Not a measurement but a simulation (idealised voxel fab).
Module name: voxel wiring stack (process module)
Cross-section cut spans 180 nm and uses square cells 5 nm in size.
A cross-section is a grid of square cells, given in bands from the top down. A band is one or more rows of cells. Within each band entry, the heights of the top and of the bottom of the band appear first, in that order and in nm; the materials of the band then follow from left to right, each with its corresponding width in nm. The designation "full width" on a single material indicates that it fills the band from edge to edge; the designation "air" indicates empty space. It should be noted that heights are counted from 0, beneath which the wafer as supplied is of one material throughout, and that the lowest band possesses no lower boundary but continues downward, as written in "0 nm and below". The two numbers in a width such as "30 to 40" mark its ends across the band: the first belongs to the top row of cells, the second to the bottom row, and from each row to the next the width moves by the same amount. The designation "nothing different", where it is given for a processing step, indicates that no cell of the cross-section was altered in the course of that step. Heads up: "Enclosed void entries" only lists the empty pockets with no open path to the top that are 8 cells or more, and it writes them as width x height at distance, distance from the left edge, in nm. Text after the settings on a step's line: the simulator's own remark on that step. The setting "overlay nm" may be written on the line of a step. When the step uses a mask, the value reports how far to the right of the planned place the mask lay, and a negative value reports that it lay to the left.
The following list gives the planned process steps
- 1: RECEIVE with material Si
- 2: CONFORMAL_DEP with material SiO2, thk nm 10
- 3: CONFORMAL_DEP with material SiN, thk nm 5
- 4: DIRECTIONAL_DEP with material SiO2, thk nm 25
- 5: MASKED_ETCH with tone open, mask id METAL_1, width nm 30, pitch nm 55, etch materials SiO2, depth nm 25, overlay nm 0
- 6: MASKED_ETCH with tone open, mask id METAL_1, width nm 30, pitch nm 55, etch materials SiN, depth nm 5, overlay nm 0
- 7: CONFORMAL_DEP with material TiN, thk nm 5
- 8: FILL_DEP with material Cu, thk nm 5
- 9: CMP with height nm 40
- 10: CONFORMAL_DEP with material SiCN, thk nm 5
- 11: DIRECTIONAL_DEP with material lowk, thk nm 15
- 12: DIRECTIONAL_DEP with material aC, thk nm 15
- 13: PATTERN with tone open, mask id PLUG_1, material resist, width nm 15, thk nm 35, overlay nm 0
- 14: DIRECTIONAL_ETCH with etch materials aC, depth nm 15
- 15: STRIP with etch materials resist
- 16: DIRECTIONAL_ETCH with etch materials lowk, depth nm 15
- 17: DIRECTIONAL_ETCH with etch materials SiCN, depth nm 5
- 18: STRIP with etch materials aC
- 19: EPI with material Ru, thk nm 10
- 20: EPI with material Ru, thk nm 10
- 21: CONFORMAL_DEP with material SiCN, thk nm 5
- 22: DIRECTIONAL_DEP with material SiO2, thk nm 15
- 23: DIRECTIONAL_DEP with material aC, thk nm 15
- 24: PATTERN with tone open, mask id METAL_2, material resist, width nm 30, pitch nm 55, thk nm 35, overlay nm 0
- 25: DIRECTIONAL_ETCH with etch materials aC, depth nm 15
- 26: STRIP with etch materials resist
- 27: DIRECTIONAL_ETCH with etch materials SiO2, depth nm 15
- 28: DIRECTIONAL_ETCH with etch materials SiCN, depth nm 5
- 29: STRIP with etch materials aC
- 30: CONFORMAL_DEP with material TiN, thk nm 5
- 31: FILL_DEP with material W, thk nm 10
- 32: CMP with height nm 80
- 33: CONFORMAL_DEP with material SiCN, thk nm 5
- 34: DIRECTIONAL_DEP with material SiO2, thk nm 15
- 35: DIRECTIONAL_DEP with material aC, thk nm 15
- 36: PATTERN with tone open, mask id PLUG_2, material resist, width nm 15, pitch nm 55, thk nm 30, overlay nm 0
- 37: DIRECTIONAL_ETCH with etch materials aC, depth nm 15
- 38: STRIP with etch materials resist
- 39: DIRECTIONAL_ETCH with etch materials SiO2, depth nm 15
- 40: DIRECTIONAL_ETCH with etch materials SiCN, depth nm 5
- 41: STRIP with etch materials aC
- 42: CONFORMAL_DEP with material TiN, thk nm 5
- 43: FILL_DEP with material Ru, thk nm 5
- 44: CMP with height nm 100
- 45: DIRECTIONAL_DEP with material TiN, thk nm 5
- 46: DIRECTIONAL_DEP with material Ru, thk nm 25
- 47: MASKED_ETCH with tone cover, mask id METAL_3, width nm 30, pitch nm 55, etch materials Ru, depth nm 25, overlay nm 0
- 48: MASKED_ETCH with tone cover, mask id METAL_3, width nm 30, pitch nm 55, etch materials TiN, depth nm 5, overlay nm 0
- 49: CONFORMAL_DEP with material SiCN, thk nm 5
- 50: FILL_DEP with material SiO2, thk nm 5
- 51: CMP with height nm 130
- 52: CONFORMAL_DEP with material SiCN, thk nm 5
- 53: DIRECTIONAL_DEP with material lowk, thk nm 25
- 54: PATTERN with tone open, mask id METAL_4_HOLES, material resist, width nm 15, pitch nm 55, thk nm 15, overlay nm 0
- 55: DIRECTIONAL_ETCH with etch materials lowk, depth nm 25
- 56: STRIP with etch materials resist
- 57: MASKED_ETCH with tone open, mask id METAL_4, width nm 30, pitch nm 55, etch materials lowk, depth nm 15, overlay nm 0
- 58: MASKED_ETCH with tone open, mask id METAL_4, width nm 30, pitch nm 55, etch materials SiCN, depth nm 5, overlay nm 0
- 59: CONFORMAL_DEP with material TiN, thk nm 5
- 60: FILL_DEP with material Cu, thk nm 10
- 61: CMP with height nm 160
- 62: CONFORMAL_DEP with material SiCN, thk nm 5
Wafer as received: cross-section following step 1
    0 nm and below  Si full width
    Enclosed void entries: none
Here's the cross-section of the first of our two wafers at the end of the module - it ran as planned
    165 nm to 160 nm  SiCN full width
    160 nm to 150 nm  lowk 45 | TiN 5 | Cu 20 | TiN 5 | lowk 25 | TiN 5 | Cu 20 | TiN 5 | lowk 50
    150 nm to 145 nm  lowk 45 | TiN 5 | Cu 5 | TiN 20 | lowk 25 | TiN 5 | Cu 5 | TiN 20 | lowk 50
    145 nm to 135 nm  lowk 45 | TiN 5 | Cu 5 | TiN 5 | lowk 40 | TiN 5 | Cu 5 | TiN 5 | lowk 65
    135 nm to 130 nm  SiCN 45 | TiN 15 | SiCN 40 | TiN 15 | SiCN 65
    130 nm to 105 nm  SiO2 40 | SiCN 5 | Ru 30 | SiCN 5 | SiO2 15 | SiCN 5 | Ru 30 | SiCN 5 | SiO2 45
    105 nm to 100 nm  SiCN 45 | TiN 30 | SiCN 25 | TiN 30 | SiCN 50
    100 nm to 85 nm  SiO2 45 | TiN 5 | Ru 5 | TiN 5 | SiO2 40 | TiN 5 | Ru 5 | TiN 5 | SiO2 65
    85 nm to 80 nm  SiCN 45 | TiN 15 | SiCN 40 | TiN 15 | SiCN 65
    80 nm to 65 nm  SiO2 45 | TiN 5 | W 20 | TiN 5 | SiO2 25 | TiN 5 | W 20 | TiN 5 | SiO2 50
    65 nm to 60 nm  SiCN 45 | TiN 30 | SiCN 25 | TiN 30 | SiCN 50
    60 nm to 45 nm  lowk 45 | Ru 15 | lowk 120
    45 nm to 40 nm  SiCN 45 | Ru 15 | SiCN 120
    40 nm to 15 nm  SiO2 45 | TiN 5 | Cu 20 | TiN 5 | SiO2 25 | TiN 5 | Cu 20 | TiN 5 | SiO2 50
    15 nm to 10 nm  SiN 45 | TiN 30 | SiN 25 | TiN 30 | SiN 50
    10 nm to 0 nm  SiO2 full width
    0 nm and below  Si full width
    Enclosed void entries: none
Second wafer through the module, sectioned at the end: same beginning and same plan as the first wafer, with one mistake in carrying it out
    165 nm to 160 nm  SiCN full width
    160 nm to 150 nm  lowk 45 | TiN 5 | Cu 20 | TiN 5 | lowk 25 | TiN 5 | Cu 20 | TiN 5 | lowk 50
    150 nm to 145 nm  lowk 45 | TiN 5 | Cu 10 | TiN 15 | lowk 25 | TiN 5 | Cu 10 | TiN 15 | lowk 50
    145 nm to 135 nm  lowk 45 | TiN 5 | Cu 10 | TiN 5 | lowk 35 | TiN 5 | Cu 10 | TiN 5 | lowk 60
    135 nm to 130 nm  SiCN 45 | TiN 20 | SiCN 35 | TiN 20 | SiCN 60
    130 nm to 105 nm  SiO2 40 | SiCN 5 | Ru 30 | SiCN 5 | SiO2 15 | SiCN 5 | Ru 30 | SiCN 5 | SiO2 45
    105 nm to 100 nm  SiCN 45 | TiN 30 | SiCN 25 | TiN 30 | SiCN 50
    100 nm to 85 nm  SiO2 45 | TiN 5 | Ru 5 | TiN 5 | SiO2 40 | TiN 5 | Ru 5 | TiN 5 | SiO2 65
    85 nm to 80 nm  SiCN 45 | TiN 15 | SiCN 40 | TiN 15 | SiCN 65
    80 nm to 65 nm  SiO2 45 | TiN 5 | W 20 | TiN 5 | SiO2 25 | TiN 5 | W 20 | TiN 5 | SiO2 50
    65 nm to 60 nm  SiCN 45 | TiN 30 | SiCN 25 | TiN 30 | SiCN 50
    60 nm to 45 nm  lowk 45 | Ru 15 | lowk 120
    45 nm to 40 nm  SiCN 45 | Ru 15 | SiCN 120
    40 nm to 15 nm  SiO2 45 | TiN 5 | Cu 20 | TiN 5 | SiO2 25 | TiN 5 | Cu 20 | TiN 5 | SiO2 50
    15 nm to 10 nm  SiN 45 | TiN 30 | SiN 25 | TiN 30 | SiN 50
    10 nm to 0 nm  SiO2 full width
    0 nm and below  Si full width
    Enclosed void entries: none
What broke from the plan during processing? contrary to plan, step 54 was performed as PATTERN with tone open, mask id METAL_4_HOLES, material resist, width nm 20, pitch nm 55, thk nm 15, overlay nm 0
At the finish, the second wafer shows more or fewer cells for some materials than the first does: Cu +6, SiCN -2, lowk -4
